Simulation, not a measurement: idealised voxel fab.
Process module under the name voxel air gaps
It is cross-section cut that appears here, measuring 295 nm in width, its square cells being 5 nm in size.
Reading order for cross-sections: top band down to bottom band. Underlying form: a grid of square cells. Band size: one or more rows of cells.
Quick guide to a band line: top height, bottom height (nm) up front; then every material left to right with its width in nm. Only one material and it's marked "everywhere"? Then it fills the band edge to edge. And "empty" just means empty space.
Heights are expressed relative to 0, this being the level below which the as-received wafer comprises one material exclusively. The lowest band is unbounded in the downward direction and is denoted as in "0 down".
Note: "30 to 40" means the width goes from the first number (top row of the band) to the second number (bottom row) in equal steps per row of cells.
Step note "no alterations made" = no cross-section cell changed.
Look at "Closed voids list" for the closed voids: empty spaces with no open path to the top, sized 8 cells or up. Each is width x height at distance, distance from the left edge, all nm.
Past the settings on a step's line: simulator remark, on that step.
A step's line can hold "overlay nm"; with a mask on that step, the setting says how far right of the planned place the mask lay, while a negative setting says it lay to the left.
Below is the list of planned process steps
1,RECEIVE | material Si
2,CONFORMAL_DEP | material SiO2 | thk nm 10
3,CONFORMAL_DEP | material SiCN | thk nm 5
4,DIRECTIONAL_DEP | material SiO2 | thk nm 30
5,PATTERN | tone open | mask id LINES | material resist | width nm 25 | pitch nm 55 | thk nm 15 | overlay nm 0
6,DIRECTIONAL_ETCH | etch materials SiO2 | depth nm 30
7,STRIP | etch materials resist
8,CONFORMAL_DEP | material TiN | thk nm 5
9,FILL_DEP | material Ru | thk nm 5
10,CMP | height nm 45
11,EPI | material Ru | thk nm 10
12,SELECTIVE_ETCH | etch materials SiO2 | depth nm 40
13,CONFORMAL_DEP | material SiCN | thk nm 5
The first wafer of two, processed as planned
Wafer cross-section on receipt, i.e. after step 1
    0 down  Si everywhere
    Closed voids list: none
Wafer xsec, post step 2
    10 to 0  SiO2 everywhere
    Below 0, the layers are the same as they were.
Wafer xsec, post step 3
    15 to 10  SiCN everywhere
    Below 10, the layers are the same as they were.
Wafer xsec, post step 4
    45 to 15  SiO2 everywhere
    Below 15, the layers are the same as they were.
Wafer xsec, post step 5
    60 to 45  resist 50  empty 25  resist 30  empty 25  resist 30  empty 25  resist 30  empty 25  resist 55
    Below 45, the layers are the same as they were.
Wafer xsec, post step 6
    60 to 45  resist 50  empty 25  resist 30  empty 25  resist 30  empty 25  resist 30  empty 25  resist 55
    45 to 15  SiO2 50  empty 25  SiO2 30  empty 25  SiO2 30  empty 25  SiO2 30  empty 25  SiO2 55
    Below 15, the layers are the same as they were.
Wafer xsec, post step 7
    45 to 15  SiO2 50  empty 25  SiO2 30  empty 25  SiO2 30  empty 25  SiO2 30  empty 25  SiO2 55
    Below 15, the layers are the same as they were.
Wafer xsec, post step 8
    50 to 45  TiN 55  empty 15  TiN 40  empty 15  TiN 40  empty 15  TiN 40  empty 15  TiN 60
    45 to 20  SiO2 50  TiN 5  empty 15  TiN 5  SiO2 30  TiN 5  empty 15  TiN 5  SiO2 30  TiN 5  empty 15  TiN 5  SiO2 30  TiN 5  empty 15  TiN 5  SiO2 55
    20 to 15  SiO2 50  TiN 25  SiO2 30  TiN 25  SiO2 30  TiN 25  SiO2 30  TiN 25  SiO2 55
    Below 15, the layers are the same as they were.
Wafer xsec, post step 9
    55 to 50  Ru everywhere
    50 to 45  TiN 55  Ru 15  TiN 40  Ru 15  TiN 40  Ru 15  TiN 40  Ru 15  TiN 60
    45 to 20  SiO2 50  TiN 5  Ru 15  TiN 5  SiO2 30  TiN 5  Ru 15  TiN 5  SiO2 30  TiN 5  Ru 15  TiN 5  SiO2 30  TiN 5  Ru 15  TiN 5  SiO2 55
    Below 20, the layers are the same as they were.
Wafer xsec, post step 10
    45 to 20  SiO2 50  TiN 5  Ru 15  TiN 5  SiO2 30  TiN 5  Ru 15  TiN 5  SiO2 30  TiN 5  Ru 15  TiN 5  SiO2 30  TiN 5  Ru 15  TiN 5  SiO2 55
    Below 20, the layers are the same as they were.
Wafer xsec, post step 11
    55 to 45  empty 40  Ru 45  empty 10  Ru 45  empty 10  Ru 45  empty 10  Ru 45  empty 45
    Below 45, the layers are the same as they were.
Wafer xsec, post step 12
    55 to 45  empty 40  Ru 45  empty 10  Ru 45  empty 10  Ru 45  empty 10  Ru 45  empty 45
    45 to 20  empty 50  TiN 5  Ru 15  TiN 5  empty 30  TiN 5  Ru 15  TiN 5  empty 30  TiN 5  Ru 15  TiN 5  empty 30  TiN 5  Ru 15  TiN 5  empty 55
    20 to 15  empty 50  TiN 25  empty 30  TiN 25  empty 30  TiN 25  empty 30  TiN 25  empty 55
    Below 15, the layers are the same as they were.
Wafer xsec, post step 13
    60 to 55  empty 35  SiCN 220  empty 40
    55 to 45  empty 35  SiCN 5  Ru 45  SiCN 10  Ru 45  SiCN 10  Ru 45  SiCN 10  Ru 45  SiCN 5  empty 40
    45 to 40  empty 35  SiCN 15  TiN 5  Ru 15  TiN 5  SiCN 30  TiN 5  Ru 15  TiN 5  SiCN 30  TiN 5  Ru 15  TiN 5  SiCN 30  TiN 5  Ru 15  TiN 5  SiCN 15  empty 40
    40 to 20  empty 45  SiCN 5  TiN 5  Ru 15  TiN 5  SiCN 5  empty 20  SiCN 5  TiN 5  Ru 15  TiN 5  SiCN 5  empty 20  SiCN 5  TiN 5  Ru 15  TiN 5  SiCN 5  empty 20  SiCN 5  TiN 5  Ru 15  TiN 5  SiCN 5  empty 50
    20 to 15  SiCN 50  TiN 25  SiCN 30  TiN 25  SiCN 30  TiN 25  SiCN 30  TiN 25  SiCN 55
    Below 15, the layers are the same as they were.
    Closed voids list: 20 x 20 at 80; 20 x 20 at 135; 20 x 20 at 190
Here the second wafer is described. Its start and its plan were those of the first wafer. Its run contained one mistake. Up to and including step 4, it did exactly what the first wafer did
Here is the second wafer in cross-section at the point where step 5 of the plan should have been done
    60 to 45  resist 55  empty 20  resist 35  empty 20  resist 35  empty 20  resist 35  empty 20  resist 55
    Below 45, the layers are the same as they were.
Here is the second wafer in cross-section at the point where step 6 of the plan should have been done
    60 to 45  resist 55  empty 20  resist 35  empty 20  resist 35  empty 20  resist 35  empty 20  resist 55
    45 to 15  SiO2 55  empty 20  SiO2 35  empty 20  SiO2 35  empty 20  SiO2 35  empty 20  SiO2 55
    Below 15, the layers are the same as they were.
Here is the second wafer in cross-section at the point where step 7 of the plan should have been done
    45 to 15  SiO2 55  empty 20  SiO2 35  empty 20  SiO2 35  empty 20  SiO2 35  empty 20  SiO2 55
    Below 15, the layers are the same as they were.
Here is the second wafer in cross-section at the point where step 8 of the plan should have been done
    50 to 45  TiN 60  empty 10  TiN 45  empty 10  TiN 45  empty 10  TiN 45  empty 10  TiN 60
    45 to 20  SiO2 55  TiN 5  empty 10  TiN 5  SiO2 35  TiN 5  empty 10  TiN 5  SiO2 35  TiN 5  empty 10  TiN 5  SiO2 35  TiN 5  empty 10  TiN 5  SiO2 55
    20 to 15  SiO2 55  TiN 20  SiO2 35  TiN 20  SiO2 35  TiN 20  SiO2 35  TiN 20  SiO2 55
    Below 15, the layers are the same as they were.
Here is the second wafer in cross-section at the point where step 9 of the plan should have been done
    55 to 50  Ru everywhere
    50 to 45  TiN 60  Ru 10  TiN 45  Ru 10  TiN 45  Ru 10  TiN 45  Ru 10  TiN 60
    45 to 20  SiO2 55  TiN 5  Ru 10  TiN 5  SiO2 35  TiN 5  Ru 10  TiN 5  SiO2 35  TiN 5  Ru 10  TiN 5  SiO2 35  TiN 5  Ru 10  TiN 5  SiO2 55
    Below 20, the layers are the same as they were.
Here is the second wafer in cross-section at the point where step 10 of the plan should have been done
    45 to 20  SiO2 55  TiN 5  Ru 10  TiN 5  SiO2 35  TiN 5  Ru 10  TiN 5  SiO2 35  TiN 5  Ru 10  TiN 5  SiO2 35  TiN 5  Ru 10  TiN 5  SiO2 55
    Below 20, the layers are the same as they were.
Here is the second wafer in cross-section at the point where step 11 of the plan should have been done
    55 to 45  empty 45  Ru 40  empty 15  Ru 40  empty 15  Ru 40  empty 15  Ru 40  empty 45
    Below 45, the layers are the same as they were.
Here is the second wafer in cross-section at the point where step 12 of the plan should have been done
    55 to 45  empty 45  Ru 40  empty 15  Ru 40  empty 15  Ru 40  empty 15  Ru 40  empty 45
    45 to 20  empty 55  TiN 5  Ru 10  TiN 5  empty 35  TiN 5  Ru 10  TiN 5  empty 35  TiN 5  Ru 10  TiN 5  empty 35  TiN 5  Ru 10  TiN 5  empty 55
    20 to 15  empty 55  TiN 20  empty 35  TiN 20  empty 35  TiN 20  empty 35  TiN 20  empty 55
    Below 15, the layers are the same as they were.
Here is the second wafer in cross-section at the point where step 13 of the plan should have been done
    60 to 55  empty 40  SiCN 50  empty 5  SiCN 50  empty 5  SiCN 50  empty 5  SiCN 50  empty 40
    55 to 45  empty 40  SiCN 5  Ru 40  SiCN 5  empty 5  SiCN 5  Ru 40  SiCN 5  empty 5  SiCN 5  Ru 40  SiCN 5  empty 5  SiCN 5  Ru 40  SiCN 5  empty 40
    45 to 40  empty 40  SiCN 15  TiN 5  Ru 10  TiN 5  SiCN 15  empty 5  SiCN 15  TiN 5  Ru 10  TiN 5  SiCN 15  empty 5  SiCN 15  TiN 5  Ru 10  TiN 5  SiCN 15  empty 5  SiCN 15  TiN 5  Ru 10  TiN 5  SiCN 15  empty 40
    40 to 20  empty 50  SiCN 5  TiN 5  Ru 10  TiN 5  SiCN 5  empty 25  SiCN 5  TiN 5  Ru 10  TiN 5  SiCN 5  empty 25  SiCN 5  TiN 5  Ru 10  TiN 5  SiCN 5  empty 25  SiCN 5  TiN 5  Ru 10  TiN 5  SiCN 5  empty 50
    20 to 15  SiCN 55  TiN 20  SiCN 35  TiN 20  SiCN 35  TiN 20  SiCN 35  TiN 20  SiCN 55
    Below 15, the layers are the same as they were.
Finding, execution versus plan: step 5 ran with different settings than intended, the actual operation and settings being PATTERN | tone open | mask id LINES | material resist | width nm 20 | pitch nm 55 | thk nm 15 | overlay nm 0
In the final state, the cell counts of the second wafer exceed or fall short of those of the first for the following materials: Ru -28 | TiN -4
So at the end we're looking at 3 closed voids on the first wafer and 0 on the second.
